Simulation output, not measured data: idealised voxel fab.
The following process module bears the name voxel trench capacitor.
FYI the section here is cut, 190 nm wide, cells are 5 nm squares.
Cross-section layout: square cells on a grid; listed as bands, top to bottom; a band spans one or more cell rows.
Within each band entry, the heights of the top and of the bottom of the band appear first, in that order and in nm; the materials of the band then follow from left to right, each with its corresponding width in nm. The designation "full width" on a single material indicates that it fills the band from edge to edge; the designation "empty" indicates empty space.
Ref level 0: as-received wafer is one material below here. Bottom band extends down with no lower bound ("0..down").
With a width like "30..40", each row of cells in the band differs from the next by the same amount, the top row carrying the first number and the bottom row the second.
Basically "no change" means that step didn't change any cell in the cross-section.
Empty spaces counting at least 8 cells and having no open way to the top are listed in "Enclosed void entries". The notation width x height at distance is used for each, the distance being from the left edge and all three values in nm.
Text after the settings on a step's line: the simulator's own remark on that step.
overlay nm: on a step with a mask, how far right of its planned place the mask lay; negative means left.
**Process steps foreseen in the plan**
step 1: RECEIVE: material Si
step 2: CONFORMAL_DEP: material SiN, thk nm 5
step 3: DIRECTIONAL_DEP: material aC, thk nm 10
step 4: PATTERN: tone open, mask id TRENCH, material resist, width nm 30, pitch nm 55, thk nm 25, overlay nm 0
step 5: DIRECTIONAL_ETCH: etch materials aC, depth nm 10
step 6: STRIP: etch materials resist
step 7: DIRECTIONAL_ETCH: etch materials SiN, depth nm 5
step 8: DIRECTIONAL_ETCH: etch materials Si, depth nm 30
step 9: STRIP: etch materials aC
step 10: CONFORMAL_DEP: material HfO2, thk nm 5
step 11: CONFORMAL_DEP: material TiN, thk nm 5
step 12: FILL_DEP: material W, thk nm 10
step 13: CMP: height nm 5
**Shown in cross-section is the wafer as received, that is, as it stands after step 1**
  0..down = Si full width
  Enclosed void entries: none
**First wafer of two, sectioned at end of module; run went per plan**
  5..0 = 25 of SiN | 5 of HfO2 | 5 of TiN | 10 of W | 5 of TiN | 5 of HfO2 | 25 of SiN | 5 of HfO2 | 5 of TiN | 10 of W | 5 of TiN | 5 of HfO2 | 25 of SiN | 5 of HfO2 | 5 of TiN | 10 of W | 5 of TiN | 5 of HfO2 | 25 of SiN
  0..-20 = 25 of Si | 5 of HfO2 | 5 of TiN | 10 of W | 5 of TiN | 5 of HfO2 | 25 of Si | 5 of HfO2 | 5 of TiN | 10 of W | 5 of TiN | 5 of HfO2 | 25 of Si | 5 of HfO2 | 5 of TiN | 10 of W | 5 of TiN | 5 of HfO2 | 25 of Si
  -20..-25 = 25 of Si | 5 of HfO2 | 20 of TiN | 5 of HfO2 | 25 of Si | 5 of HfO2 | 20 of TiN | 5 of HfO2 | 25 of Si | 5 of HfO2 | 20 of TiN | 5 of HfO2 | 25 of Si
  -25..-30 = 25 of Si | 30 of HfO2 | 25 of Si | 30 of HfO2 | 25 of Si | 30 of HfO2 | 25 of Si
  -30..down = Si full width
  Enclosed void entries: none
**This cross-section belongs to the second wafer of two at the end of the module; the start and the plan were shared with the first, and the run included one mistake**
  5..0 = 15 of W | 5 of TiN | 5 of HfO2 | 30 of SiN | 5 of HfO2 | 5 of TiN | 5 of W | 5 of TiN | 5 of HfO2 | 30 of SiN | 5 of HfO2 | 5 of TiN | 5 of W | 5 of TiN | 5 of HfO2 | 30 of SiN | 5 of HfO2 | 5 of TiN | 15 of W
  0..-20 = 15 of W | 5 of TiN | 5 of HfO2 | 30 of Si | 5 of HfO2 | 5 of TiN | 5 of W | 5 of TiN | 5 of HfO2 | 30 of Si | 5 of HfO2 | 5 of TiN | 5 of W | 5 of TiN | 5 of HfO2 | 30 of Si | 5 of HfO2 | 5 of TiN | 15 of W
  -20..-25 = 20 of TiN | 5 of HfO2 | 30 of Si | 5 of HfO2 | 15 of TiN | 5 of HfO2 | 30 of Si | 5 of HfO2 | 15 of TiN | 5 of HfO2 | 30 of Si | 5 of HfO2 | 20 of TiN
  -25..-30 = 25 of HfO2 | 30 of Si | 25 of HfO2 | 30 of Si | 25 of HfO2 | 30 of Si | 25 of HfO2
  -30..down = Si full width
  Enclosed void entries: none
Where did the run depart from the plan? step 4 was processed under conditions differing from the plan, specifically as PATTERN: tone cover, mask id TRENCH, material resist, width nm 30, pitch nm 55, thk nm 25, overlay nm 0
Final wafer comparison in cells, second versus first, more or fewer per material: 2 more of HfO2, 12 fewer of Si, 2 fewer of SiN, 2 more of TiN, 10 more of W
